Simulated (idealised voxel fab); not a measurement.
process module | voxel transistor to metal
cross-section cut | 265 nm wide | cells 5 nm
A cross-section is a grid of square cells, given in bands from the top down. A band is one or more rows of cells.
Each band's line starts with the height of the band's top and of its bottom, in nm. Then come its materials from left to right, each with its width in nm. One material with "throughout" fills the band from edge to edge. "air" is empty space.
Height 0 is the level under which the wafer as received is all one material. The lowest band goes on downwards, as in "0 down".
A width such as "30 to 40" changes by the same amount from each row of cells to the next, from the band's top row to its bottom row.
"no change" after a step means that no cell of the cross-section changed.
closed voids: empty space of 8 cells or more with no open way to the top, each as width x height at its distance from the left edge, in nm
after a step's settings: what the simulator itself notes on the step
overlay nm, on a step with a mask: how far to the right of its planned place the mask lay; to the left if negative
plan
1 op RECEIVE | material Si
2 op OXIDIZE | depth nm 5
3 op CONFORMAL_DEP | material SiN | thk nm 10
4 op DIRECTIONAL_DEP | material aC | thk nm 15
5 op PATTERN | tone cover | mask id ACTIVE | material resist | width nm 95 | pitch nm 120 | thk nm 30 | overlay nm 0
6 op DIRECTIONAL_ETCH | etch materials aC | depth nm 15
7 op STRIP | etch materials resist
8 op DIRECTIONAL_ETCH | etch materials SiN | depth nm 10
9 op DIRECTIONAL_ETCH | etch materials SiO2 | depth nm 5
10 op DIRECTIONAL_ETCH | etch materials Si | depth nm 25
11 op STRIP | etch materials aC
12 op FILL_DEP | material SiO2 | thk nm 10
13 op CMP | height nm 10
14 op SELECTIVE_ETCH | etch materials SiO2 | depth nm 10
15 op STRIP | etch materials SiN
16 op SELECTIVE_ETCH | etch materials SiO2 | depth nm 5
17 op OXIDIZE | depth nm 5
18 op DIRECTIONAL_DEP | material polySi | thk nm 30
19 op DIRECTIONAL_DEP | material SiCN | thk nm 15
20 op PATTERN | tone cover | mask id GATE | material resist | width nm 25 | pitch nm 120 | thk nm 20 | overlay nm 0
21 op DIRECTIONAL_ETCH | etch materials SiCN | depth nm 25
22 op DIRECTIONAL_ETCH | etch materials polySi | depth nm 40
23 op STRIP | etch materials resist
24 op CONFORMAL_DEP | material SiN | thk nm 10
25 op DIRECTIONAL_ETCH | etch materials SiN | depth nm 10
26 op DIRECTIONAL_ETCH | etch materials SiO2 | depth nm 5
27 op DIRECTIONAL_ETCH | etch materials Si | depth nm 10
28 op EPI | material pSi | thk nm 15
29 op FILL_DEP | material SiO2 | thk nm 10
30 op CMP | height nm 40
31 op DIRECTIONAL_DEP | material SiO2 | thk nm 15
32 op PATTERN | tone open | mask id CONTACT | material resist | width nm 25 | pitch nm 60 | thk nm 15 | overlay nm 0
33 op DIRECTIONAL_ETCH | etch materials SiO2 | depth nm 60
34 op STRIP | etch materials resist
35 op CONFORMAL_DEP | material TiN | thk nm 5
36 op FILL_DEP | material W | thk nm 5
37 op CMP | height nm 55
38 op CONFORMAL_DEP | material SiN | thk nm 5
39 op DIRECTIONAL_DEP | material lowk | thk nm 20
40 op PATTERN | tone open | mask id METAL_1 | material resist | width nm 15 | thk nm 20 | overlay nm 0
41 op DIRECTIONAL_ETCH | etch materials lowk | depth nm 20
42 op DIRECTIONAL_ETCH | etch materials SiN | depth nm 5
43 op STRIP | etch materials resist
44 op CONFORMAL_DEP | material TiN | thk nm 5
45 op FILL_DEP | material W | thk nm 10
46 op CMP | height nm 80
47 op CONFORMAL_DEP | material SiCN | thk nm 5
48 op DIRECTIONAL_DEP | material SiO2 | thk nm 30
49 op MASKED_ETCH | tone open | mask id METAL_2 | width nm 15 | pitch nm 120 | etch materials SiO2 | depth nm 20 | overlay nm 0
50 op DIRECTIONAL_DEP | material aC | thk nm 10
51 op PATTERN | tone open | mask id METAL_2_HOLES | material resist | width nm 15 | pitch nm 120 | thk nm 30 | overlay nm 0
52 op DIRECTIONAL_ETCH | etch materials aC | depth nm 10
53 op STRIP | etch materials resist
54 op DIRECTIONAL_ETCH | etch materials SiO2 | depth nm 10
55 op DIRECTIONAL_ETCH | etch materials SiCN | depth nm 5
56 op STRIP | etch materials aC
57 op CONFORMAL_DEP | material TiN | thk nm 5
58 op FILL_DEP | material Cu | thk nm 10
59 op CMP | height nm 115
60 op CONFORMAL_DEP | material SiN | thk nm 5
as received, after step 1
  0 down: Si throughout
  closed voids: none
first wafer at the end, as planned
  120 to 115: SiN throughout
  115 to 85: SiO2 30 | TiN 5 | Cu 5 | TiN 5 | SiO2 105 | TiN 5 | Cu 5 | TiN 5 | SiO2 100
  85 to 80: SiCN 30 | TiN 15 | SiCN 105 | TiN 15 | SiCN 100
  80 to 60: lowk 30 | TiN 5 | W 5 | TiN 5 | lowk 55 | TiN 5 | W 5 | TiN 5 | lowk 35 | TiN 5 | W 5 | TiN 5 | lowk 55 | TiN 5 | W 5 | TiN 5 | lowk 30
  60 to 55: SiN 30 | TiN 15 | SiN 55 | TiN 15 | SiN 35 | TiN 15 | SiN 55 | TiN 15 | SiN 30
  55 to 45: SiO2 30 | TiN 5 | W 15 | TiN 5 | SiO2 35 | TiN 5 | W 15 | TiN 5 | SiO2 35 | TiN 5 | W 15 | TiN 5 | SiO2 35 | TiN 5 | W 15 | TiN 5 | SiO2 30
  45 to 40: SiO2 30 | TiN 5 | W 10 | TiN 10 | SiO2 35 | TiN 10 | W 10 | TiN 5 | SiO2 35 | TiN 5 | W 10 | TiN 10 | SiO2 35 | TiN 10 | W 10 | TiN 5 | SiO2 30
  40 to 25: SiO2 30 | TiN 5 | W 10 | TiN 5 | SiN 10 | SiCN 25 | SiN 10 | TiN 5 | W 10 | TiN 5 | SiO2 35 | TiN 5 | W 10 | TiN 5 | SiN 10 | SiCN 25 | SiN 10 | TiN 5 | W 10 | TiN 5 | SiO2 30
  25 to 10: SiO2 30 | TiN 5 | W 10 | TiN 5 | SiN 10 | polySi 25 | SiN 10 | TiN 5 | W 10 | TiN 5 | SiO2 35 | TiN 5 | W 10 | TiN 5 | SiN 10 | polySi 25 | SiN 10 | TiN 5 | W 10 | TiN 5 | SiO2 30
  10 to 5: SiO2 30 | TiN 20 | SiN 10 | polySi 25 | SiN 10 | TiN 20 | SiO2 35 | TiN 20 | SiN 10 | polySi 25 | SiN 10 | TiN 20 | SiO2 30
  5 to -5: SiO2 30 | TiN 5 | pSi 15 | SiN 10 | polySi 25 | SiN 10 | pSi 15 | TiN 5 | SiO2 35 | TiN 5 | pSi 15 | SiN 10 | polySi 25 | SiN 10 | pSi 15 | TiN 5 | SiO2 30
  -5 to -10: SiO2 20 | pSi 30 | SiO2 45 | pSi 30 | SiO2 15 | pSi 30 | SiO2 45 | pSi 30 | SiO2 20
  -10 to -20: SiO2 25 | pSi 25 | Si 45 | pSi 25 | SiO2 25 | pSi 25 | Si 45 | pSi 25 | SiO2 25
  -20 to -30: SiO2 25 | Si 95 | SiO2 25 | Si 95 | SiO2 25
  -30 down: Si throughout
  closed voids: none
second wafer at the end: like start, like plan, one mistake
  120 to 115: SiN throughout
  115 to 85: SiO2 30 | TiN 5 | Cu 5 | TiN 5 | SiO2 105 | TiN 5 | Cu 5 | TiN 5 | SiO2 100
  85 to 80: SiCN 30 | TiN 15 | SiCN 105 | TiN 15 | SiCN 100
  80 to 60: lowk 30 | TiN 5 | lowk 5 | TiN 5 | lowk 55 | TiN 5 | lowk 5 | TiN 5 | lowk 35 | TiN 5 | lowk 5 | TiN 5 | lowk 55 | TiN 5 | lowk 5 | TiN 5 | lowk 30
  60 to 55: SiN 30 | TiN 15 | SiN 55 | TiN 15 | SiN 35 | TiN 15 | SiN 55 | TiN 15 | SiN 30
  55 to 45: SiO2 30 | TiN 5 | W 15 | TiN 5 | SiO2 35 | TiN 5 | W 15 | TiN 5 | SiO2 35 | TiN 5 | W 15 | TiN 5 | SiO2 35 | TiN 5 | W 15 | TiN 5 | SiO2 30
  45 to 40: SiO2 30 | TiN 5 | W 10 | TiN 10 | SiO2 35 | TiN 10 | W 10 | TiN 5 | SiO2 35 | TiN 5 | W 10 | TiN 10 | SiO2 35 | TiN 10 | W 10 | TiN 5 | SiO2 30
  40 to 25: SiO2 30 | TiN 5 | W 10 | TiN 5 | SiN 10 | SiCN 25 | SiN 10 | TiN 5 | W 10 | TiN 5 | SiO2 35 | TiN 5 | W 10 | TiN 5 | SiN 10 | SiCN 25 | SiN 10 | TiN 5 | W 10 | TiN 5 | SiO2 30
  25 to 10: SiO2 30 | TiN 5 | W 10 | TiN 5 | SiN 10 | polySi 25 | SiN 10 | TiN 5 | W 10 | TiN 5 | SiO2 35 | TiN 5 | W 10 | TiN 5 | SiN 10 | polySi 25 | SiN 10 | TiN 5 | W 10 | TiN 5 | SiO2 30
  10 to 5: SiO2 30 | TiN 20 | SiN 10 | polySi 25 | SiN 10 | TiN 20 | SiO2 35 | TiN 20 | SiN 10 | polySi 25 | SiN 10 | TiN 20 | SiO2 30
  5 to -5: SiO2 30 | TiN 5 | pSi 15 | SiN 10 | polySi 25 | SiN 10 | pSi 15 | TiN 5 | SiO2 35 | TiN 5 | pSi 15 | SiN 10 | polySi 25 | SiN 10 | pSi 15 | TiN 5 | SiO2 30
  -5 to -10: SiO2 20 | pSi 30 | SiO2 45 | pSi 30 | SiO2 15 | pSi 30 | SiO2 45 | pSi 30 | SiO2 20
  -10 to -20: SiO2 25 | pSi 25 | Si 45 | pSi 25 | SiO2 25 | pSi 25 | Si 45 | pSi 25 | SiO2 25
  -20 to -30: SiO2 25 | Si 95 | SiO2 25 | Si 95 | SiO2 25
  -30 down: Si throughout
  closed voids: none
what went wrong: step 45 ran as: op FILL_DEP | material lowk | thk nm 10
at the end the second wafer has, in cells: 16 fewer of W | 16 more of lowk
